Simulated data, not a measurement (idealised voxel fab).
process module | voxel gate over fins
cross-section cut | 295 nm wide | cells 5 nm
A cross-section is a grid of square cells, given in bands from the top down. A band is one or more rows of cells.
Each band's line starts with the height of the band's top and of its bottom, in nm. Then come its materials from left to right, each with its width in nm. One material with "throughout" fills the band from edge to edge. "air" is empty space.
Height 0 is the level under which the wafer as received is all one material. The lowest band goes on downwards, as in "0 down".
A width such as "30 to 40" changes by the same amount from each row of cells to the next, from the band's top row to its bottom row.
"no change" after a step means that no cell of the cross-section changed.
closed voids: empty space of 8 cells or more with no open way to the top, each as width x height at its distance from the left edge, in nm
after a step's settings: what the simulator itself notes on the step
overlay nm, on a step with a mask: how far to the right of its planned place the mask lay; to the left if negative
plan
1 op RECEIVE | material Si
2 op CONFORMAL_DEP | material SiN | thk nm 10
3 op MASKED_ETCH | tone cover | mask id FINS | width nm 15 | pitch nm 55 | etch materials SiN | depth nm 10 | overlay nm -15
4 op MASKED_ETCH | tone cover | mask id FINS | width nm 15 | pitch nm 55 | etch materials Si | depth nm 30 | overlay nm 0
5 op OXIDIZE | depth nm 5
6 op FILL_DEP | material SiO2 | thk nm 5
7 op CMP | height nm 10
8 op MASKED_ETCH | tone open | mask id RAIL | width nm 15 | etch materials SiO2 | depth nm 35 | overlay nm 0
9 op CONFORMAL_DEP | material TiN | thk nm 5
10 op FILL_DEP | material W | thk nm 10
11 op CMP | height nm 10
12 op SELECTIVE_ETCH | etch materials W Ru TiN | depth nm 30
13 op FILL_DEP | material SiO2 | thk nm 5
14 op CMP | height nm 10
15 op SELECTIVE_ETCH | etch materials SiO2 | depth nm 25
16 op STRIP | etch materials SiN
17 op CONFORMAL_DEP | material HfO2 | thk nm 5
18 op CONFORMAL_DEP | material TiN | thk nm 5
19 op FILL_DEP | material W | thk nm 10
20 op CMP | height nm 15
21 op CONFORMAL_DEP | material SiN | thk nm 5
varied across the wafers: overlay nm of step 3. The plan shows the first wafer's value. All wafers start alike
first wafer as received, after step 1
  0 down: Si throughout
  closed voids: none
each wafer at the end: cells of each material gained (+) or lost (-) since it was received, then its closed voids
overlay nm -15 | +71 HfO2 | -363 Si | +59 SiN | +201 SiO2 | +74 TiN | +194 W | closed voids: none
overlay nm -10 | +71 HfO2 | -375 Si | +59 SiN | +209 SiO2 | +74 TiN | +198 W | closed voids: none
overlay nm -5 | +71 HfO2 | -387 Si | +59 SiN | +217 SiO2 | +74 TiN | +202 W | closed voids: none
overlay nm 0 | +71 HfO2 | -399 Si | +59 SiN | +225 SiO2 | +74 TiN | +206 W | closed voids: none
overlay nm 5 | +71 HfO2 | -387 Si | +59 SiN | +217 SiO2 | +74 TiN | +202 W | closed voids: none
overlay nm 10 | +71 HfO2 | -375 Si | +59 SiN | +209 SiO2 | +74 TiN | +198 W | closed voids: none
overlay nm 15 | +71 HfO2 | -363 Si | +59 SiN | +202 SiO2 | +73 TiN | +194 W | closed voids: none
